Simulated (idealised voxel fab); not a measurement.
The process module presented herein is designated voxel trench capacitor.
For reference, the cross-section in this document is cut, with width 235 nm and square cells of 5 nm.
For the purposes of this document, a cross-section shall be understood as a grid of square cells, specified as bands listed in top-to-bottom order, each band consisting of one or more rows of cells. Per band: top height and bottom height in nm, followed by the left-to-right materials and their widths in nm; "full width" marks a single material spanning edge to edge, "air" marks empty space. We count height from 0. Below that, the starting wafer is all one material. The lowest band never ends at the bottom but goes on down; see "from 0 down" for how that is written. Width "30 to 40": first value at the band's top row of cells, second value at its bottom row, equal change from row to row. "nothing different", as given for a step, is the statement that not any cell of the cross-section underwent a change during that step. If an empty space has no open way to the top and is at least 8 cells in size, "Voids, enclosed" lists it, written width x height at distance, where distance is measured from the left edge and every value is in nm. Formally, on a step line, whatever follows the settings is a remark that the simulator itself makes on the step. For masked steps, "overlay nm" on the step line gives how far right of plan the mask actually lay; a minus sign means it lay to the left.

## Process steps (planned)
step 1: RECEIVE with material Si
step 2: CONFORMAL_DEP with material SiN, thk nm 5
step 3: MASKED_ETCH with tone open, mask id TRENCH, width nm 25, pitch nm 40, etch materials SiN, depth nm 5, overlay nm 0
step 4: MASKED_ETCH with tone open, mask id TRENCH, width nm 25, pitch nm 40, etch materials Si, depth nm 35, overlay nm 0
step 5: CONFORMAL_DEP with material HfO2, thk nm 5
step 6: CONFORMAL_DEP with material TiN, thk nm 5
step 7: FILL_DEP with material W, thk nm 10
step 8: CMP with height nm 5

## The first of two wafers, run as planned

## as received, after step 1
* from 0 down | Si full width
* Voids, enclosed: none

## Once step 2 is through, the wafer looks like this in cross-section
* from 5 to 0 | SiN full width
* Unchanged below 0.

## Once step 3 is through, the wafer looks like this in cross-section
* from 5 to 0 | SiN 65 nm | air 25 nm | SiN 15 nm | air 25 nm | SiN 15 nm | air 25 nm | SiN 65 nm
* Unchanged below 0.

## Once step 4 is through, the wafer looks like this in cross-section
* from 5 to 0 | SiN 65 nm | air 25 nm | SiN 15 nm | air 25 nm | SiN 15 nm | air 25 nm | SiN 65 nm
* from 0 to -35 | Si 65 nm | air 25 nm | Si 15 nm | air 25 nm | Si 15 nm | air 25 nm | Si 65 nm
* Unchanged below -35.

## Once step 5 is through, the wafer looks like this in cross-section
* from 10 to 5 | HfO2 70 nm | air 15 nm | HfO2 25 nm | air 15 nm | HfO2 25 nm | air 15 nm | HfO2 70 nm
* from 5 to 0 | SiN 65 nm | HfO2 5 nm | air 15 nm | HfO2 5 nm | SiN 15 nm | HfO2 5 nm | air 15 nm | HfO2 5 nm | SiN 15 nm | HfO2 5 nm | air 15 nm | HfO2 5 nm | SiN 65 nm
* from 0 to -30 | Si 65 nm | HfO2 5 nm | air 15 nm | HfO2 5 nm | Si 15 nm | HfO2 5 nm | air 15 nm | HfO2 5 nm | Si 15 nm | HfO2 5 nm | air 15 nm | HfO2 5 nm | Si 65 nm
* from -30 to -35 | Si 65 nm | HfO2 25 nm | Si 15 nm | HfO2 25 nm | Si 15 nm | HfO2 25 nm | Si 65 nm
* Unchanged below -35.

## Once step 6 is through, the wafer looks like this in cross-section
* from 15 to 10 | TiN 75 nm | air 5 nm | TiN 35 nm | air 5 nm | TiN 35 nm | air 5 nm | TiN 75 nm
* from 10 to 5 | HfO2 70 nm | TiN 5 nm | air 5 nm | TiN 5 nm | HfO2 25 nm | TiN 5 nm | air 5 nm | TiN 5 nm | HfO2 25 nm | TiN 5 nm | air 5 nm | TiN 5 nm | HfO2 70 nm
* from 5 to 0 | SiN 65 nm | HfO2 5 nm | TiN 5 nm | air 5 nm | TiN 5 nm | HfO2 5 nm | SiN 15 nm | HfO2 5 nm | TiN 5 nm | air 5 nm | TiN 5 nm | HfO2 5 nm | SiN 15 nm | HfO2 5 nm | TiN 5 nm | air 5 nm | TiN 5 nm | HfO2 5 nm | SiN 65 nm
* from 0 to -25 | Si 65 nm | HfO2 5 nm | TiN 5 nm | air 5 nm | TiN 5 nm | HfO2 5 nm | Si 15 nm | HfO2 5 nm | TiN 5 nm | air 5 nm | TiN 5 nm | HfO2 5 nm | Si 15 nm | HfO2 5 nm | TiN 5 nm | air 5 nm | TiN 5 nm | HfO2 5 nm | Si 65 nm
* from -25 to -30 | Si 65 nm | HfO2 5 nm | TiN 15 nm | HfO2 5 nm | Si 15 nm | HfO2 5 nm | TiN 15 nm | HfO2 5 nm | Si 15 nm | HfO2 5 nm | TiN 15 nm | HfO2 5 nm | Si 65 nm
* Unchanged below -30.

## Once step 7 is through, the wafer looks like this in cross-section
* from 25 to 15 | W full width
* from 15 to 10 | TiN 75 nm | W 5 nm | TiN 35 nm | W 5 nm | TiN 35 nm | W 5 nm | TiN 75 nm
* from 10 to 5 | HfO2 70 nm | TiN 5 nm | W 5 nm | TiN 5 nm | HfO2 25 nm | TiN 5 nm | W 5 nm | TiN 5 nm | HfO2 25 nm | TiN 5 nm | W 5 nm | TiN 5 nm | HfO2 70 nm
* from 5 to 0 | SiN 65 nm | HfO2 5 nm | TiN 5 nm | W 5 nm | TiN 5 nm | HfO2 5 nm | SiN 15 nm | HfO2 5 nm | TiN 5 nm | W 5 nm | TiN 5 nm | HfO2 5 nm | SiN 15 nm | HfO2 5 nm | TiN 5 nm | W 5 nm | TiN 5 nm | HfO2 5 nm | SiN 65 nm
* from 0 to -25 | Si 65 nm | HfO2 5 nm | TiN 5 nm | W 5 nm | TiN 5 nm | HfO2 5 nm | Si 15 nm | HfO2 5 nm | TiN 5 nm | W 5 nm | TiN 5 nm | HfO2 5 nm | Si 15 nm | HfO2 5 nm | TiN 5 nm | W 5 nm | TiN 5 nm | HfO2 5 nm | Si 65 nm
* Unchanged below -25.

## Once step 8 is through, the wafer looks like this in cross-section
* from 5 to 0 | SiN 65 nm | HfO2 5 nm | TiN 5 nm | W 5 nm | TiN 5 nm | HfO2 5 nm | SiN 15 nm | HfO2 5 nm | TiN 5 nm | W 5 nm | TiN 5 nm | HfO2 5 nm | SiN 15 nm | HfO2 5 nm | TiN 5 nm | W 5 nm | TiN 5 nm | HfO2 5 nm | SiN 65 nm
* Unchanged below 0.

## Companion wafer, the second of two: same beginning, same intended sequence, one mistake in carrying it out; through step 6 inclusive it tracks the first exactly

## Second wafer, section view, time point: scheduled end of step 7
* from 35 to 15 | W full width
* from 15 to 10 | TiN 75 nm | W 5 nm | TiN 35 nm | W 5 nm | TiN 35 nm | W 5 nm | TiN 75 nm
* from 10 to 5 | HfO2 70 nm | TiN 5 nm | W 5 nm | TiN 5 nm | HfO2 25 nm | TiN 5 nm | W 5 nm | TiN 5 nm | HfO2 25 nm | TiN 5 nm | W 5 nm | TiN 5 nm | HfO2 70 nm
* from 5 to 0 | SiN 65 nm | HfO2 5 nm | TiN 5 nm | W 5 nm | TiN 5 nm | HfO2 5 nm | SiN 15 nm | HfO2 5 nm | TiN 5 nm | W 5 nm | TiN 5 nm | HfO2 5 nm | SiN 15 nm | HfO2 5 nm | TiN 5 nm | W 5 nm | TiN 5 nm | HfO2 5 nm | SiN 65 nm
* from 0 to -25 | Si 65 nm | HfO2 5 nm | TiN 5 nm | W 5 nm | TiN 5 nm | HfO2 5 nm | Si 15 nm | HfO2 5 nm | TiN 5 nm | W 5 nm | TiN 5 nm | HfO2 5 nm | Si 15 nm | HfO2 5 nm | TiN 5 nm | W 5 nm | TiN 5 nm | HfO2 5 nm | Si 65 nm
* Unchanged below -25.

## Second wafer, section view, time point: scheduled end of step 8
* from 5 to 0 | SiN 65 nm | HfO2 5 nm | TiN 5 nm | W 5 nm | TiN 5 nm | HfO2 5 nm | SiN 15 nm | HfO2 5 nm | TiN 5 nm | W 5 nm | TiN 5 nm | HfO2 5 nm | SiN 15 nm | HfO2 5 nm | TiN 5 nm | W 5 nm | TiN 5 nm | HfO2 5 nm | SiN 65 nm
* Unchanged below 0.
Diagnosis: it should be noted that step 7 of the plan was executed twice
Outcome: the two wafer cross-sections end up identical, and the model's computation is unaffected by the mistake.
